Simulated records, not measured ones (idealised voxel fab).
Process module in this document: voxel self aligned vias
The width of the displayed cross-section, cut, is 155 nm; its cells are square, with a size of 5 nm.
Reading order for cross-sections: top band down to bottom band. Underlying form: a grid of square cells. Band size: one or more rows of cells.
This entry defines a band. It first specifies the height of the band's top and the height of its bottom in nm, and then specifies the band's materials from left to right, stating each material with its width in nm. The word "everywhere" identifies a single material that fills the band from edge to edge, while the word "empty" identifies empty space.
Heads up on the height convention: 0 is the point under which the incoming wafer is all one material, and the lowest band has no bottom, it just keeps going down, like "0 -> down".
You'd read "30->40" like this: the band's top row of cells is as wide as the first number, its bottom row is as wide as the second, and going down, every row changes width by the same amount as the row before did.
The cross-section has no changed cell in any step marked "no change".
Any empty space of 8 cells or more lacking an open way to the top shows up in "Voids, fully enclosed" as width x height at distance, distance from the left edge, in nm.
Heads up: the bit after the settings on a step's line is the simulator's remark on that step.
For masked steps, "overlay nm" on the step line gives how far right of plan the mask actually lay; a minus sign means it lay to the left.
Process steps foreseen in the plan:
step 1: RECEIVE,material Si
step 2: CONFORMAL_DEP,material SiO2,thk nm 10
step 3: CONFORMAL_DEP,material SiCN,thk nm 5
step 4: DIRECTIONAL_DEP,material SiO2,thk nm 20
step 5: DIRECTIONAL_DEP,material aC,thk nm 15
step 6: PATTERN,tone open,mask id LINES,material resist,width nm 25,pitch nm 60,thk nm 35,overlay nm 0
step 7: DIRECTIONAL_ETCH,etch materials aC,depth nm 15
step 8: STRIP,etch materials resist
step 9: DIRECTIONAL_ETCH,etch materials SiO2,depth nm 20
step 10: STRIP,etch materials aC
step 11: CONFORMAL_DEP,material TiN,thk nm 5
step 12: FILL_DEP,material W,thk nm 10
step 13: CMP,height nm 35
step 14: SELECTIVE_ETCH,etch materials W Ru TiN,depth nm 10
step 15: FILL_DEP,material SiN,thk nm 10
step 16: CMP,height nm 35
step 17: DIRECTIONAL_DEP,material SiO2,thk nm 15
step 18: PATTERN,tone open,mask id VIAS,material resist,width nm 35,pitch nm 60,thk nm 15,overlay nm 0
step 19: DIRECTIONAL_ETCH,etch materials SiO2,depth nm 15
step 20: DIRECTIONAL_ETCH,etch materials SiN,depth nm 10
step 21: STRIP,etch materials resist
step 22: CONFORMAL_DEP,material TiN,thk nm 5
step 23: FILL_DEP,material W,thk nm 5
step 24: CMP,height nm 50
step 25: CONFORMAL_DEP,material SiCN,thk nm 5
First of two wafers, processed according to plan:
Shown in cross-section is the wafer as received, that is, as it stands after step 1:
- 0 -> down = Si everywhere
- Voids, fully enclosed: none
Once step 2 is through, the wafer looks like this in cross-section:
- 10 -> 0 = SiO2 everywhere
- No changes below 0.
Once step 3 is through, the wafer looks like this in cross-section:
- 15 -> 10 = SiCN everywhere
- No changes below 10.
Once step 4 is through, the wafer looks like this in cross-section:
- 35 -> 15 = SiO2 everywhere
- No changes below 15.
Once step 5 is through, the wafer looks like this in cross-section:
- 50 -> 35 = aC everywhere
- No changes below 35.
Once step 6 is through, the wafer looks like this in cross-section:
- 85 -> 50 = 35 resist; 25 empty; 35 resist; 25 empty; 35 resist
- No changes below 50.
Once step 7 is through, the wafer looks like this in cross-section:
- 70 -> 50 = 35 resist; 25 empty; 35 resist; 25 empty; 35 resist
- 50 -> 35 = 35 aC; 25 empty; 35 aC; 25 empty; 35 aC
- No changes below 35.
Once step 8 is through, the wafer looks like this in cross-section:
- 50 -> 35 = 35 aC; 25 empty; 35 aC; 25 empty; 35 aC
- No changes below 35.
Once step 9 is through, the wafer looks like this in cross-section:
- 50 -> 35 = 35 aC; 25 empty; 35 aC; 25 empty; 35 aC
- 35 -> 15 = 35 SiO2; 25 empty; 35 SiO2; 25 empty; 35 SiO2
- No changes below 15.
Once step 10 is through, the wafer looks like this in cross-section:
- 35 -> 15 = 35 SiO2; 25 empty; 35 SiO2; 25 empty; 35 SiO2
- No changes below 15.
Once step 11 is through, the wafer looks like this in cross-section:
- 40 -> 35 = 40 TiN; 15 empty; 45 TiN; 15 empty; 40 TiN
- 35 -> 20 = 35 SiO2; 5 TiN; 15 empty; 5 TiN; 35 SiO2; 5 TiN; 15 empty; 5 TiN; 35 SiO2
- 20 -> 15 = 35 SiO2; 25 TiN; 35 SiO2; 25 TiN; 35 SiO2
- No changes below 15.
Once step 12 is through, the wafer looks like this in cross-section:
- 50 -> 40 = W everywhere
- 40 -> 35 = 40 TiN; 15 W; 45 TiN; 15 W; 40 TiN
- 35 -> 20 = 35 SiO2; 5 TiN; 15 W; 5 TiN; 35 SiO2; 5 TiN; 15 W; 5 TiN; 35 SiO2
- No changes below 20.
Once step 13 is through, the wafer looks like this in cross-section:
- 35 -> 20 = 35 SiO2; 5 TiN; 15 W; 5 TiN; 35 SiO2; 5 TiN; 15 W; 5 TiN; 35 SiO2
- No changes below 20.
Once step 14 is through, the wafer looks like this in cross-section:
- 35 -> 25 = 35 SiO2; 25 empty; 35 SiO2; 25 empty; 35 SiO2
- No changes below 25.
Once step 15 is through, the wafer looks like this in cross-section:
- 45 -> 35 = SiN everywhere
- 35 -> 25 = 35 SiO2; 25 SiN; 35 SiO2; 25 SiN; 35 SiO2
- No changes below 25.
Once step 16 is through, the wafer looks like this in cross-section:
- 35 -> 25 = 35 SiO2; 25 SiN; 35 SiO2; 25 SiN; 35 SiO2
- No changes below 25.
Once step 17 is through, the wafer looks like this in cross-section:
- 50 -> 35 = SiO2 everywhere
- No changes below 35.
Once step 18 is through, the wafer looks like this in cross-section:
- 65 -> 50 = 30 resist; 35 empty; 25 resist; 35 empty; 30 resist
- No changes below 50.
Once step 19 is through, the wafer looks like this in cross-section:
- 65 -> 50 = 30 resist; 35 empty; 25 resist; 35 empty; 30 resist
- 50 -> 35 = 30 SiO2; 35 empty; 25 SiO2; 35 empty; 30 SiO2
- No changes below 35.
Once step 20 is through, the wafer looks like this in cross-section:
- 65 -> 50 = 30 resist; 35 empty; 25 resist; 35 empty; 30 resist
- 50 -> 35 = 30 SiO2; 35 empty; 25 SiO2; 35 empty; 30 SiO2
- 35 -> 25 = 35 SiO2; 25 empty; 35 SiO2; 25 empty; 35 SiO2
- No changes below 25.
Once step 21 is through, the wafer looks like this in cross-section:
- 50 -> 35 = 30 SiO2; 35 empty; 25 SiO2; 35 empty; 30 SiO2
- No changes below 35.
Once step 22 is through, the wafer looks like this in cross-section:
- 55 -> 50 = 35 TiN; 25 empty; 35 TiN; 25 empty; 35 TiN
- 50 -> 40 = 30 SiO2; 5 TiN; 25 empty; 5 TiN; 25 SiO2; 5 TiN; 25 empty; 5 TiN; 30 SiO2
- 40 -> 30 = 30->35 SiO2; 10->5 TiN; 15 empty; 10->5 TiN; 25->35 SiO2; 10->5 TiN; 15 empty; 10->5 TiN; 30->35 SiO2
- 30 -> 25 = 35 SiO2; 25 TiN; 35 SiO2; 25 TiN; 35 SiO2
- No changes below 25.
Once step 23 is through, the wafer looks like this in cross-section:
- 60 -> 55 = W everywhere
- 55 -> 50 = 35 TiN; 25 W; 35 TiN; 25 W; 35 TiN
- 50 -> 40 = 30 SiO2; 5 TiN; 25 W; 5 TiN; 25 SiO2; 5 TiN; 25 W; 5 TiN; 30 SiO2
- 40 -> 30 = 30->35 SiO2; 10->5 TiN; 15 W; 10->5 TiN; 25->35 SiO2; 10->5 TiN; 15 W; 10->5 TiN; 30->35 SiO2
- No changes below 30.
Once step 24 is through, the wafer looks like this in cross-section:
- 50 -> 40 = 30 SiO2; 5 TiN; 25 W; 5 TiN; 25 SiO2; 5 TiN; 25 W; 5 TiN; 30 SiO2
- No changes below 40.
Once step 25 is through, the wafer looks like this in cross-section:
- 55 -> 50 = SiCN everywhere
- No changes below 50.
Now the other wafer: same start, same recipe, but we messed up one thing when running it. Up to and including step 5 it's the same as the first one:
Cross-section of the second wafer at the time step 6 of the plan should have ended:
- 85 -> 50 = 35 resist; 30 empty; 30 resist; 30 empty; 30 resist
- No changes below 50.
Cross-section of the second wafer at the time step 7 of the plan should have ended:
- 70 -> 50 = 35 resist; 30 empty; 30 resist; 30 empty; 30 resist
- 50 -> 35 = 35 aC; 30 empty; 30 aC; 30 empty; 30 aC
- No changes below 35.
Cross-section of the second wafer at the time step 8 of the plan should have ended:
- 50 -> 35 = 35 aC; 30 empty; 30 aC; 30 empty; 30 aC
- No changes below 35.
Cross-section of the second wafer at the time step 9 of the plan should have ended:
- 50 -> 35 = 35 aC; 30 empty; 30 aC; 30 empty; 30 aC
- 35 -> 15 = 35 SiO2; 30 empty; 30 SiO2; 30 empty; 30 SiO2
- No changes below 15.
Cross-section of the second wafer at the time step 10 of the plan should have ended:
- 35 -> 15 = 35 SiO2; 30 empty; 30 SiO2; 30 empty; 30 SiO2
- No changes below 15.
Cross-section of the second wafer at the time step 11 of the plan should have ended:
- 40 -> 35 = 40 TiN; 20 empty; 40 TiN; 20 empty; 35 TiN
- 35 -> 20 = 35 SiO2; 5 TiN; 20 empty; 5 TiN; 30 SiO2; 5 TiN; 20 empty; 5 TiN; 30 SiO2
- 20 -> 15 = 35 SiO2; 30 TiN; 30 SiO2; 30 TiN; 30 SiO2
- No changes below 15.
Cross-section of the second wafer at the time step 12 of the plan should have ended:
- 50 -> 40 = W everywhere
- 40 -> 35 = 40 TiN; 20 W; 40 TiN; 20 W; 35 TiN
- 35 -> 20 = 35 SiO2; 5 TiN; 20 W; 5 TiN; 30 SiO2; 5 TiN; 20 W; 5 TiN; 30 SiO2
- No changes below 20.
Cross-section of the second wafer at the time step 13 of the plan should have ended:
- 35 -> 20 = 35 SiO2; 5 TiN; 20 W; 5 TiN; 30 SiO2; 5 TiN; 20 W; 5 TiN; 30 SiO2
- No changes below 20.
Cross-section of the second wafer at the time step 14 of the plan should have ended:
- 35 -> 25 = 35 SiO2; 30 empty; 30 SiO2; 30 empty; 30 SiO2
- No changes below 25.
Cross-section of the second wafer at the time step 15 of the plan should have ended:
- 45 -> 35 = SiN everywhere
- 35 -> 25 = 35 SiO2; 30 SiN; 30 SiO2; 30 SiN; 30 SiO2
- No changes below 25.
Cross-section of the second wafer at the time step 16 of the plan should have ended:
- 35 -> 25 = 35 SiO2; 30 SiN; 30 SiO2; 30 SiN; 30 SiO2
- No changes below 25.
Cross-section of the second wafer at the time step 17 of the plan should have ended:
- 50 -> 35 = SiO2 everywhere
- No changes below 35.
Cross-section of the second wafer at the time step 18 of the plan should have ended:
- 65 -> 50 = 30 resist; 35 empty; 25 resist; 35 empty; 30 resist
- No changes below 50.
Cross-section of the second wafer at the time step 19 of the plan should have ended:
- 65 -> 50 = 30 resist; 35 empty; 25 resist; 35 empty; 30 resist
- 50 -> 35 = 30 SiO2; 35 empty; 25 SiO2; 35 empty; 30 SiO2
- No changes below 35.
Cross-section of the second wafer at the time step 20 of the plan should have ended:
- 65 -> 50 = 30 resist; 35 empty; 25 resist; 35 empty; 30 resist
- 50 -> 35 = 30 SiO2; 35 empty; 25 SiO2; 35 empty; 30 SiO2
- 35 -> 25 = 35 SiO2; 30 empty; 30 SiO2; 30 empty; 30 SiO2
- No changes below 25.
Cross-section of the second wafer at the time step 21 of the plan should have ended:
- 50 -> 35 = 30 SiO2; 35 empty; 25 SiO2; 35 empty; 30 SiO2
- No changes below 35.
Cross-section of the second wafer at the time step 22 of the plan should have ended:
- 55 -> 50 = 35 TiN; 25 empty; 35 TiN; 25 empty; 35 TiN
- 50 -> 40 = 30 SiO2; 5 TiN; 25 empty; 5 TiN; 25 SiO2; 5 TiN; 25 empty; 5 TiN; 30 SiO2
- 40 -> 30 = 30->35 SiO2; 10->5 TiN; 20 empty; 5 TiN; 25->30 SiO2; 10->5 TiN; 20 empty; 5 TiN; 30 SiO2
- 30 -> 25 = 35 SiO2; 30 TiN; 30 SiO2; 30 TiN; 30 SiO2
- No changes below 25.
Cross-section of the second wafer at the time step 23 of the plan should have ended:
- 60 -> 55 = W everywhere
- 55 -> 50 = 35 TiN; 25 W; 35 TiN; 25 W; 35 TiN
- 50 -> 40 = 30 SiO2; 5 TiN; 25 W; 5 TiN; 25 SiO2; 5 TiN; 25 W; 5 TiN; 30 SiO2
- 40 -> 30 = 30->35 SiO2; 10->5 TiN; 20 W; 5 TiN; 25->30 SiO2; 10->5 TiN; 20 W; 5 TiN; 30 SiO2
- No changes below 30.
Cross-section of the second wafer at the time step 24 of the plan should have ended:
- 50 -> 40 = 30 SiO2; 5 TiN; 25 W; 5 TiN; 25 SiO2; 5 TiN; 25 W; 5 TiN; 30 SiO2
- No changes below 40.
Cross-section of the second wafer at the time step 25 of the plan should have ended:
- 55 -> 50 = SiCN everywhere
- No changes below 50.
Deviation from plan: step 6 off recipe, ran as PATTERN,tone open,mask id LINES,material resist,width nm 30,pitch nm 60,thk nm 35,overlay nm 0
Bottom line after processing is that, in cells, the second wafer is up or down on some materials versus the first: -8 SiO2; +2 TiN; +6 W
